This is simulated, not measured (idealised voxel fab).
Process module under the name voxel local oxidation
The cross-section on display is named cut; it measures 225 nm wide, and its cells are 5 nm squares.
For the purposes of this document, a cross-section shall be understood as a grid of square cells, specified as bands listed in top-to-bottom order, each band consisting of one or more rows of cells. What a band's entry tells you: where the top is and where the bottom is, as heights in nm, and after that what lies inside, material by material from left to right, each with its width in nm. Empty space is written as the word "air", and a single material marked with the word "full width" occupies the band from edge to edge. Height reference: 0 = level under which incoming wafer is all one material. Lowest band: no bottom, runs on downward, e.g. "0 down". The width entry "30->40" should be interpreted row by row: the top row of cells in the band takes the first number, the bottom row takes the second number, and the change between adjacent rows is uniform throughout. Step marked "no alterations made"? Then no cell in the cross-section changed in it. Entry "Enclosed void inventory" = empty spaces >= 8 cells with no open way to the top; each as width x height at distance, distance from left edge, all nm. after a step's settings: what the simulator itself notes on the step. overlay nm: where the mask lay relative to plan, measured to the right, on steps with a mask; negatives go left.
**Here's what the planned process steps look like**
1: RECEIVE (material Si)
2: OXIDIZE (depth nm 5)
3: CONFORMAL_DEP (material SiN; thk nm 15)
4: MASKED_ETCH (tone cover; mask id ACTIVE; width nm 95; etch materials SiN; depth nm 15; overlay nm 0)
5: SELECTIVE_ETCH (etch materials SiO2; depth nm 5)
6: OXIDIZE (depth nm 15)
7: STRIP (etch materials SiN)
**This is the cross-section of the wafer as we received it, i.e. after step 1**
0 down | Si full width
Enclosed void inventory: none
**Starting structure and process plan are as shown above, but one mistake was made in running the module; the wafer cross-section at the end of the module follows**
-5 to -20 | 85 nm air, then 55 nm Si, then 85 nm air
-20 down | Si full width
Enclosed void inventory: none
Short version of what went wrong: not per plan at step 7, really ran STRIP (etch materials SiO2)
